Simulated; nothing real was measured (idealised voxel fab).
process module | voxel self aligned vias
cross-section cut | 265 nm wide | cells 5 nm
A cross-section is a grid of square cells, given in bands from the top down. A band is one or more rows of cells.
Each band's line starts with the height of the band's top and of its bottom, in nm. Then come its materials from left to right, each with its width in nm. One material with "throughout" fills the band from edge to edge. "air" is empty space.
Height 0 is the level under which the wafer as received is all one material. The lowest band goes on downwards, as in "0 down".
A width such as "30 to 40" changes by the same amount from each row of cells to the next, from the band's top row to its bottom row.
"no change" after a step means that no cell of the cross-section changed.
closed voids: empty space of 8 cells or more with no open way to the top, each as width x height at its distance from the left edge, in nm
after a step's settings: what the simulator itself notes on the step
overlay nm, on a step with a mask: how far to the right of its planned place the mask lay; to the left if negative
plan
1 op RECEIVE | material Si
2 op CONFORMAL_DEP | material SiO2 | thk nm 15
3 op CONFORMAL_DEP | material SiCN | thk nm 5
4 op DIRECTIONAL_DEP | material lowk | thk nm 30
5 op PATTERN | tone open | mask id LINES | material resist | width nm 20 | pitch nm 65 | thk nm 20 | overlay nm 0
6 op DIRECTIONAL_ETCH | etch materials lowk | depth nm 30
7 op STRIP | etch materials resist
8 op CONFORMAL_DEP | material TiN | thk nm 5
9 op FILL_DEP | material W | thk nm 5
10 op CMP | height nm 50
11 op SELECTIVE_ETCH | etch materials W Ru TiN | depth nm 5
12 op FILL_DEP | material SiN | thk nm 10
13 op CMP | height nm 50
14 op DIRECTIONAL_DEP | material lowk | thk nm 20
15 op DIRECTIONAL_DEP | material aC | thk nm 10
16 op PATTERN | tone open | mask id VIAS | material resist | width nm 30 | pitch nm 65 | thk nm 30 | overlay nm 0
17 op DIRECTIONAL_ETCH | etch materials aC | depth nm 10
18 op STRIP | etch materials resist
19 op DIRECTIONAL_ETCH | etch materials lowk | depth nm 20
20 op DIRECTIONAL_ETCH | etch materials SiN | depth nm 5
21 op STRIP | etch materials aC
22 op CONFORMAL_DEP | material TiN | thk nm 5
23 op FILL_DEP | material W | thk nm 5
24 op CMP | height nm 70
25 op CONFORMAL_DEP | material SiCN | thk nm 5
varied across the wafers: width nm of step 16. The plan shows the first wafer's value. All wafers start alike
first wafer as received, after step 1
  0 down: Si throughout
  closed voids: none
each wafer at the end: cells of each material gained (+) or lost (-) since it was received, then its closed voids
width nm 30 | +106 SiCN | +159 SiO2 | +52 TiN | +44 W | +434 lowk | closed voids: none
width nm 35 | +106 SiCN | +159 SiO2 | +54 TiN | +50 W | +426 lowk | closed voids: none
width nm 40 | +106 SiCN | +159 SiO2 | +56 TiN | +56 W | +418 lowk | closed voids: none
width nm 45 | +106 SiCN | +159 SiO2 | +58 TiN | +62 W | +410 lowk | closed voids: none
width nm 50 | +106 SiCN | +159 SiO2 | +60 TiN | +68 W | +402 lowk | closed voids: none
